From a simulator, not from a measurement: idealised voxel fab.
process module | voxel capacitor over wiring
cross-section cut | 225 nm wide | cells 5 nm
A cross-section is a grid of square cells, given in bands from the top down. A band is one or more rows of cells.
Each band's line starts with the height of the band's top and of its bottom, in nm. Then come its materials from left to right, each with its width in nm. One material with "throughout" fills the band from edge to edge. "air" is empty space.
Height 0 is the level under which the wafer as received is all one material. The lowest band goes on downwards, as in "0 down".
A width such as "30 to 40" changes by the same amount from each row of cells to the next, from the band's top row to its bottom row.
"no change" after a step means that no cell of the cross-section changed.
closed voids: empty space of 8 cells or more with no open way to the top, each as width x height at its distance from the left edge, in nm
after a step's settings: what the simulator itself notes on the step
overlay nm, on a step with a mask: how far to the right of its planned place the mask lay; to the left if negative
plan
1 op RECEIVE | material Si
2 op CONFORMAL_DEP | material SiO2 | thk nm 10
3 op DIRECTIONAL_DEP | material TiN | thk nm 5
4 op DIRECTIONAL_DEP | material Ru | thk nm 20
5 op PATTERN | tone cover | mask id METAL_1 | material resist | width nm 20 | pitch nm 80 | thk nm 15 | overlay nm 0
6 op DIRECTIONAL_ETCH | etch materials Ru | depth nm 20
7 op DIRECTIONAL_ETCH | etch materials TiN | depth nm 5
8 op STRIP | etch materials resist
9 op FILL_DEP | material lowk | thk nm 10
10 op CMP | height nm 35
11 op CONFORMAL_DEP | material SiCN | thk nm 5
12 op DIRECTIONAL_DEP | material lowk | thk nm 20
13 op DIRECTIONAL_DEP | material aC | thk nm 15
14 op PATTERN | tone open | mask id PLUG_1 | material resist | width nm 15 | thk nm 35 | overlay nm 0
15 op DIRECTIONAL_ETCH | etch materials aC | depth nm 15
16 op STRIP | etch materials resist
17 op DIRECTIONAL_ETCH | etch materials lowk | depth nm 20
18 op DIRECTIONAL_ETCH | etch materials SiCN | depth nm 5
19 op STRIP | etch materials aC
20 op CONFORMAL_DEP | material TiN | thk nm 5
21 op FILL_DEP | material W | thk nm 10
22 op CMP | height nm 60
23 op DIRECTIONAL_DEP | material TiN | thk nm 5
24 op DIRECTIONAL_DEP | material Al2O3 | thk nm 5
25 op DIRECTIONAL_DEP | material TiN | thk nm 5
26 op MASKED_ETCH | tone cover | mask id UPPER_PLATE | width nm 65 | etch materials TiN | depth nm 5 | overlay nm 0
27 op MASKED_ETCH | tone cover | mask id UPPER_PLATE | width nm 65 | etch materials Al2O3 | depth nm 5 | overlay nm 0
28 op DIRECTIONAL_DEP | material aC | thk nm 15
29 op PATTERN | tone cover | mask id LOWER_PLATE | material resist | width nm 75 | thk nm 30 | overlay nm 0
30 op DIRECTIONAL_ETCH | etch materials aC | depth nm 15
31 op STRIP | etch materials resist
32 op DIRECTIONAL_ETCH | etch materials TiN | depth nm 5
33 op STRIP | etch materials aC
34 op FILL_DEP | material SiO2 | thk nm 20
35 op CMP | height nm 90
36 op DIRECTIONAL_DEP | material aC | thk nm 10
37 op PATTERN | tone open | mask id PLUG_2 | material resist | width nm 15 | thk nm 30 | overlay nm 0
38 op DIRECTIONAL_ETCH | etch materials aC | depth nm 10
39 op STRIP | etch materials resist
40 op DIRECTIONAL_ETCH | etch materials SiO2 | depth nm 15
41 op STRIP | etch materials aC
42 op CONFORMAL_DEP | material TiN | thk nm 5
43 op FILL_DEP | material Cu | thk nm 5
44 op CMP | height nm 90
45 op CONFORMAL_DEP | material SiCN | thk nm 5
as received, after step 1
  0 down: Si throughout
  closed voids: none
a wafer at the end: this start, this plan, one mistake
  95 to 90: SiCN throughout
  90 to 80: SiO2 75 | TiN 5 | Cu 5 | TiN 5 | SiO2 135
  80 to 75: SiO2 75 | TiN 15 | SiO2 135
  75 to 70: SiO2 65 | Al2O3 65 | SiO2 95
  70 to 65: SiO2 60 | TiN 75 | SiO2 90
  65 to 60: TiN throughout
  60 to 40: lowk 65 | TiN 5 | W 5 | TiN 5 | lowk 145
  40 to 35: SiCN 65 | TiN 15 | SiCN 145
  35 to 15: lowk 60 | Ru 20 | lowk 60 | Ru 20 | lowk 65
  15 to 10: lowk 60 | TiN 20 | lowk 60 | TiN 20 | lowk 65
  10 to 0: SiO2 throughout
  0 down: Si throughout
  closed voids: none
what went wrong: steps 24 and 25 were swapped
